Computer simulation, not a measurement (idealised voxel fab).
process module | voxel gate over fins
cross-section cut | 165 nm wide | cells 5 nm
A cross-section is a grid of square cells, given in bands from the top down. A band is one or more rows of cells.
Each band's line starts with the height of the band's top and of its bottom, in nm. Then come its materials from left to right, each with its width in nm. One material with "throughout" fills the band from edge to edge. "air" is empty space.
Height 0 is the level under which the wafer as received is all one material. The lowest band goes on downwards, as in "0 down".
A width such as "30 to 40" changes by the same amount from each row of cells to the next, from the band's top row to its bottom row.
"no change" after a step means that no cell of the cross-section changed.
closed voids: empty space of 8 cells or more with no open way to the top, each as width x height at its distance from the left edge, in nm
after a step's settings: what the simulator itself notes on the step
overlay nm, on a step with a mask: how far to the right of its planned place the mask lay; to the left if negative
plan
1 op RECEIVE | material Si
2 op CONFORMAL_DEP | material SiN | thk nm 5
3 op MASKED_ETCH | tone cover | mask id FINS | width nm 15 | pitch nm 55 | etch materials SiN | depth nm 5 | overlay nm 0
4 op MASKED_ETCH | tone cover | mask id FINS | width nm 15 | pitch nm 55 | etch materials Si | depth nm 40 | overlay nm 0
5 op OXIDIZE | depth nm 5
6 op FILL_DEP | material SiO2 | thk nm 15
7 op CMP | height nm 5
8 op PATTERN | tone open | mask id RAIL | material resist | width nm 15 | thk nm 15 | overlay nm 0
9 op DIRECTIONAL_ETCH | etch materials SiO2 | depth nm 40
10 op STRIP | etch materials resist
11 op CONFORMAL_DEP | material TiN | thk nm 5
12 op FILL_DEP | material W | thk nm 5
13 op CMP | height nm 5
14 op SELECTIVE_ETCH | etch materials W Ru TiN | depth nm 25
15 op FILL_DEP | material SiO2 | thk nm 5
16 op CMP | height nm 5
17 op SELECTIVE_ETCH | etch materials SiO2 | depth nm 15
18 op STRIP | etch materials SiN
19 op CONFORMAL_DEP | material HfO2 | thk nm 5
20 op CONFORMAL_DEP | material TiN | thk nm 5
21 op CONFORMAL_DEP | material TiAl | thk nm 5
22 op CONFORMAL_DEP | material TiN | thk nm 5
23 op FILL_DEP | material W | thk nm 15
24 op CMP | height nm 30
25 op CONFORMAL_DEP | material SiN | thk nm 5
as received, after step 1
  0 down: Si throughout
  closed voids: none
first wafer at the end, as planned
  35 to 30: SiN throughout
  30 to 20: W throughout
  20 to 15: W 30 | TiN 45 | W 10 | TiN 45 | W 35
  15 to 10: W 30 | TiN 5 | TiAl 35 | TiN 5 | W 10 | TiN 5 | TiAl 35 | TiN 5 | W 35
  10 to 5: TiN 35 | TiAl 5 | TiN 25 | TiAl 5 | TiN 20 | TiAl 5 | TiN 25 | TiAl 5 | TiN 40
  5 to 0: TiAl 40 | TiN 5 | HfO2 15 | TiN 5 | TiAl 30 | TiN 5 | HfO2 15 | TiN 5 | TiAl 45
  0 to -5: TiN 45 | HfO2 5 | Si 5 | HfO2 5 | TiN 40 | HfO2 5 | Si 5 | HfO2 5 | TiN 50
  -5 to -10: HfO2 50 | Si 5 | HfO2 50 | Si 5 | HfO2 55
  -10 to -20: SiO2 50 | Si 5 | SiO2 50 | Si 5 | SiO2 55
  -20 to -30: SiO2 50 | Si 5 | SiO2 15 | TiN 5 | W 5 | TiN 5 | SiO2 20 | Si 5 | SiO2 55
  -30 to -35: SiO2 50 | Si 5 | SiO2 15 | TiN 15 | SiO2 20 | Si 5 | SiO2 55
  -35 to -45: SiO2 50 | Si 5 | SiO2 50 | Si 5 | SiO2 55
  -45 down: Si throughout
  closed voids: none
second wafer at the end: like start, like plan, one mistake
  35 to 30: SiN throughout
  30 to 20: W throughout
  20 to 15: W 30 | TiN 45 | W 10 | TiN 45 | W 35
  15 to 10: W 30 | TiN 5 | TiAl 35 | TiN 5 | W 10 | TiN 5 | TiAl 35 | TiN 5 | W 35
  10 to 5: TiN 35 | TiAl 5 | TiN 25 | TiAl 5 | TiN 20 | TiAl 5 | TiN 25 | TiAl 5 | TiN 40
  5 to 0: TiAl 40 | TiN 5 | HfO2 15 | TiN 5 | TiAl 30 | TiN 5 | HfO2 15 | TiN 5 | TiAl 45
  0 to -5: TiN 45 | HfO2 5 | Si 5 | HfO2 5 | TiN 40 | HfO2 5 | Si 5 | HfO2 5 | TiN 50
  -5 to -10: HfO2 50 | Si 5 | HfO2 50 | Si 5 | HfO2 55
  -10 to -20: SiO2 50 | Si 5 | SiO2 50 | Si 5 | SiO2 55
  -20 to -30: SiO2 50 | Si 5 | SiO2 15 | TiN 5 | W 5 | TiN 5 | SiO2 20 | Si 5 | SiO2 55
  -30 to -35: SiO2 50 | Si 5 | SiO2 15 | TiN 15 | SiO2 20 | Si 5 | SiO2 55
  -35 to -50: SiO2 50 | Si 5 | SiO2 50 | Si 5 | SiO2 55
  -50 down: Si throughout
  closed voids: none
what went wrong: step 4 ran as: op MASKED_ETCH | tone cover | mask id FINS | width nm 15 | pitch nm 55 | etch materials Si | depth nm 45 | overlay nm 0
at the end the second wafer has, in cells: 31 fewer of Si | 31 more of SiO2
